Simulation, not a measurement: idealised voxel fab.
process module | voxel gate over fins
cross-section cut | 265 nm wide | cells 5 nm
A cross-section is a grid of square cells, given in bands from the top down. A band is one or more rows of cells.
Each band's line starts with the height of the band's top and of its bottom, in nm. Then come its materials from left to right, each with its width in nm. One material with "throughout" fills the band from edge to edge. "air" is empty space.
Height 0 is the level under which the wafer as received is all one material. The lowest band goes on downwards, as in "0 down".
A width such as "30 to 40" changes by the same amount from each row of cells to the next, from the band's top row to its bottom row.
"no change" after a step means that no cell of the cross-section changed.
closed voids: empty space of 8 cells or more with no open way to the top, each as width x height at its distance from the left edge, in nm
after a step's settings: what the simulator itself notes on the step
overlay nm, on a step with a mask: how far to the right of its planned place the mask lay; to the left if negative
plan
1 op RECEIVE | material Si
2 op CONFORMAL_DEP | material SiN | thk nm 10
3 op DIRECTIONAL_DEP | material aC | thk nm 10
4 op PATTERN | tone cover | mask id FINS | material resist | width nm 15 | pitch nm 50 | thk nm 30 | overlay nm 0
5 op DIRECTIONAL_ETCH | etch materials aC | depth nm 10
6 op STRIP | etch materials resist
7 op DIRECTIONAL_ETCH | etch materials SiN | depth nm 10
8 op DIRECTIONAL_ETCH | etch materials Si | depth nm 40
9 op STRIP | etch materials aC
10 op FILL_DEP | material SiO2 | thk nm 15
11 op CMP | height nm 10
12 op PATTERN | tone open | mask id RAIL | material resist | width nm 15 | thk nm 15 | overlay nm 0
13 op DIRECTIONAL_ETCH | etch materials SiO2 | depth nm 45
14 op STRIP | etch materials resist
15 op CONFORMAL_DEP | material TiN | thk nm 5
16 op FILL_DEP | material W | thk nm 10
17 op CMP | height nm 10
18 op SELECTIVE_ETCH | etch materials W Ru TiN | depth nm 25
19 op FILL_DEP | material SiO2 | thk nm 5
20 op CMP | height nm 10
21 op SELECTIVE_ETCH | etch materials SiO2 | depth nm 20
22 op STRIP | etch materials SiN
23 op CONFORMAL_DEP | material HfO2 | thk nm 5
24 op CONFORMAL_DEP | material TiN | thk nm 5
25 op CONFORMAL_DEP | material TiAl | thk nm 5
26 op CONFORMAL_DEP | material TiN | thk nm 5
27 op FILL_DEP | material W | thk nm 10
28 op CMP | height nm 25
29 op CONFORMAL_DEP | material SiCN | thk nm 10
first wafer, as planned
as received, after step 1
  0 down: Si throughout
  closed voids: none
after step 2
  10 to 0: SiN throughout
  below 0: unchanged
after step 3
  20 to 10: aC throughout
  below 10: unchanged
after step 4
  50 to 20: air 100 | resist 15 | air 35 | resist 15 | air 100
  below 20: unchanged
after step 5
  40 to 20: air 100 | resist 15 | air 35 | resist 15 | air 100
  20 to 10: air 100 | aC 15 | air 35 | aC 15 | air 100
  below 10: unchanged
after step 6
  20 to 10: air 100 | aC 15 | air 35 | aC 15 | air 100
  below 10: unchanged
after step 7
  20 to 10: air 100 | aC 15 | air 35 | aC 15 | air 100
  10 to 0: air 100 | SiN 15 | air 35 | SiN 15 | air 100
  below 0: unchanged
after step 8
  20 to 10: air 100 | aC 15 | air 35 | aC 15 | air 100
  10 to 0: air 100 | SiN 15 | air 35 | SiN 15 | air 100
  0 to -40: air 100 | Si 15 | air 35 | Si 15 | air 100
  below -40: unchanged
after step 9
  10 to 0: air 100 | SiN 15 | air 35 | SiN 15 | air 100
  below 0: unchanged
after step 10
  25 to 10: SiO2 throughout
  10 to 0: SiO2 100 | SiN 15 | SiO2 35 | SiN 15 | SiO2 100
  0 to -40: SiO2 100 | Si 15 | SiO2 35 | Si 15 | SiO2 100
  below -40: unchanged
after step 11
  10 to 0: SiO2 100 | SiN 15 | SiO2 35 | SiN 15 | SiO2 100
  below 0: unchanged
after step 12
  25 to 10: resist 125 | air 15 | resist 125
  below 10: unchanged
after step 13
  25 to 10: resist 125 | air 15 | resist 125
  10 to 0: SiO2 100 | SiN 15 | SiO2 10 | air 15 | SiO2 10 | SiN 15 | SiO2 100
  0 to -35: SiO2 100 | Si 15 | SiO2 10 | air 15 | SiO2 10 | Si 15 | SiO2 100
  below -35: unchanged
after step 14
  10 to 0: SiO2 100 | SiN 15 | SiO2 10 | air 15 | SiO2 10 | SiN 15 | SiO2 100
  below 0: unchanged
after step 15
  15 to 10: TiN 130 | air 5 | TiN 130
  10 to 0: SiO2 100 | SiN 15 | SiO2 10 | TiN 5 | air 5 | TiN 5 | SiO2 10 | SiN 15 | SiO2 100
  0 to -30: SiO2 100 | Si 15 | SiO2 10 | TiN 5 | air 5 | TiN 5 | SiO2 10 | Si 15 | SiO2 100
  -30 to -35: SiO2 100 | Si 15 | SiO2 10 | TiN 15 | SiO2 10 | Si 15 | SiO2 100
  below -35: unchanged
after step 16
  25 to 15: W throughout
  15 to 10: TiN 130 | W 5 | TiN 130
  10 to 0: SiO2 100 | SiN 15 | SiO2 10 | TiN 5 | W 5 | TiN 5 | SiO2 10 | SiN 15 | SiO2 100
  0 to -30: SiO2 100 | Si 15 | SiO2 10 | TiN 5 | W 5 | TiN 5 | SiO2 10 | Si 15 | SiO2 100
  below -30: unchanged
after step 17
  10 to 0: SiO2 100 | SiN 15 | SiO2 10 | TiN 5 | W 5 | TiN 5 | SiO2 10 | SiN 15 | SiO2 100
  below 0: unchanged
after step 18
  10 to 0: SiO2 100 | SiN 15 | SiO2 10 | air 15 | SiO2 10 | SiN 15 | SiO2 100
  0 to -15: SiO2 100 | Si 15 | SiO2 10 | air 15 | SiO2 10 | Si 15 | SiO2 100
  below -15: unchanged
after step 19
  15 to 10: SiO2 throughout
  10 to 0: SiO2 100 | SiN 15 | SiO2 35 | SiN 15 | SiO2 100
  0 to -15: SiO2 100 | Si 15 | SiO2 35 | Si 15 | SiO2 100
  below -15: unchanged
after step 20
  10 to 0: SiO2 100 | SiN 15 | SiO2 35 | SiN 15 | SiO2 100
  below 0: unchanged
after step 21
  10 to 0: air 100 | SiN 15 | air 35 | SiN 15 | air 100
  0 to -10: air 100 | Si 15 | air 35 | Si 15 | air 100
  below -10: unchanged
after step 22
  0 to -10: air 100 | Si 15 | air 35 | Si 15 | air 100
  below -10: unchanged
after step 23
  5 to 0: air 95 | HfO2 25 | air 25 | HfO2 25 | air 95
  0 to -5: air 95 | HfO2 5 | Si 15 | HfO2 5 | air 25 | HfO2 5 | Si 15 | HfO2 5 | air 95
  -5 to -10: HfO2 100 | Si 15 | HfO2 35 | Si 15 | HfO2 100
  below -10: unchanged
after step 24
  10 to 5: air 90 | TiN 35 | air 15 | TiN 35 | air 90
  5 to 0: air 90 | TiN 5 | HfO2 25 | TiN 5 | air 15 | TiN 5 | HfO2 25 | TiN 5 | air 90
  0 to -5: TiN 95 | HfO2 5 | Si 15 | HfO2 5 | TiN 25 | HfO2 5 | Si 15 | HfO2 5 | TiN 95
  below -5: unchanged
after step 25
  15 to 10: air 85 | TiAl 45 | air 5 | TiAl 45 | air 85
  10 to 5: air 85 | TiAl 5 | TiN 35 | TiAl 5 | air 5 | TiAl 5 | TiN 35 | TiAl 5 | air 85
  5 to 0: TiAl 90 | TiN 5 | HfO2 25 | TiN 5 | TiAl 15 | TiN 5 | HfO2 25 | TiN 5 | TiAl 90
  below 0: unchanged
after step 26
  20 to 15: air 80 | TiN 105 | air 80
  15 to 10: air 80 | TiN 5 | TiAl 45 | TiN 5 | TiAl 45 | TiN 5 | air 80
  10 to 5: TiN 85 | TiAl 5 | TiN 35 | TiAl 5 | TiN 5 | TiAl 5 | TiN 35 | TiAl 5 | TiN 85
  below 5: unchanged
after step 27
  30 to 20: W throughout
  20 to 15: W 80 | TiN 105 | W 80
  15 to 10: W 80 | TiN 5 | TiAl 45 | TiN 5 | TiAl 45 | TiN 5 | W 80
  below 10: unchanged
after step 28
  25 to 20: W throughout
  below 20: unchanged
after step 29
  35 to 25: SiCN throughout
  below 25: unchanged
second wafer: like start, like plan, one mistake. Through step 16 it matches the first wafer
when step 17 should have ended: no change
when step 18 should have ended
  10 to 0: SiO2 100 | SiN 15 | SiO2 10 | air 15 | SiO2 10 | SiN 15 | SiO2 100
  below 0: unchanged
when step 19 should have ended
  15 to 10: SiO2 throughout
  10 to 0: SiO2 100 | SiN 15 | SiO2 35 | SiN 15 | SiO2 100
  below 0: unchanged
when step 20 should have ended
  10 to 0: SiO2 100 | SiN 15 | SiO2 35 | SiN 15 | SiO2 100
  below 0: unchanged
when step 21 should have ended
  10 to 0: air 100 | SiN 15 | air 35 | SiN 15 | air 100
  0 to -10: air 100 | Si 15 | air 10 | TiN 5 | W 5 | TiN 5 | air 10 | Si 15 | air 100
  below -10: unchanged
when step 22 should have ended
  0 to -10: air 100 | Si 15 | air 10 | TiN 5 | W 5 | TiN 5 | air 10 | Si 15 | air 100
  below -10: unchanged
when step 23 should have ended
  5 to 0: air 95 | HfO2 75 | air 95
  0 to -5: air 95 | HfO2 5 | Si 15 | HfO2 10 | TiN 5 | W 5 | TiN 5 | HfO2 10 | Si 15 | HfO2 5 | air 95
  -5 to -10: HfO2 100 | Si 15 | HfO2 10 | TiN 5 | W 5 | TiN 5 | HfO2 10 | Si 15 | HfO2 100
  below -10: unchanged
when step 24 should have ended
  10 to 5: air 90 | TiN 85 | air 90
  5 to 0: air 90 | TiN 5 | HfO2 75 | TiN 5 | air 90
  0 to -5: TiN 95 | HfO2 5 | Si 15 | HfO2 10 | TiN 5 | W 5 | TiN 5 | HfO2 10 | Si 15 | HfO2 5 | TiN 95
  below -5: unchanged
when step 25 should have ended
  15 to 10: air 85 | TiAl 95 | air 85
  10 to 5: air 85 | TiAl 5 | TiN 85 | TiAl 5 | air 85
  5 to 0: TiAl 90 | TiN 5 | HfO2 75 | TiN 5 | TiAl 90
  below 0: unchanged
when step 26 should have ended
  20 to 15: air 80 | TiN 105 | air 80
  15 to 10: air 80 | TiN 5 | TiAl 95 | TiN 5 | air 80
  10 to 5: TiN 85 | TiAl 5 | TiN 85 | TiAl 5 | TiN 85
  below 5: unchanged
when step 27 should have ended
  30 to 20: W throughout
  20 to 15: W 80 | TiN 105 | W 80
  15 to 10: W 80 | TiN 5 | TiAl 95 | TiN 5 | W 80
  below 10: unchanged
when step 28 should have ended
  25 to 20: W throughout
  below 20: unchanged
when step 29 should have ended
  35 to 25: SiCN throughout
  below 25: unchanged
what went wrong: step 17 was left out
at the end the second wafer has, in cells: 4 more of HfO2 | 3 fewer of SiO2 | 4 fewer of TiAl | 3 more of W
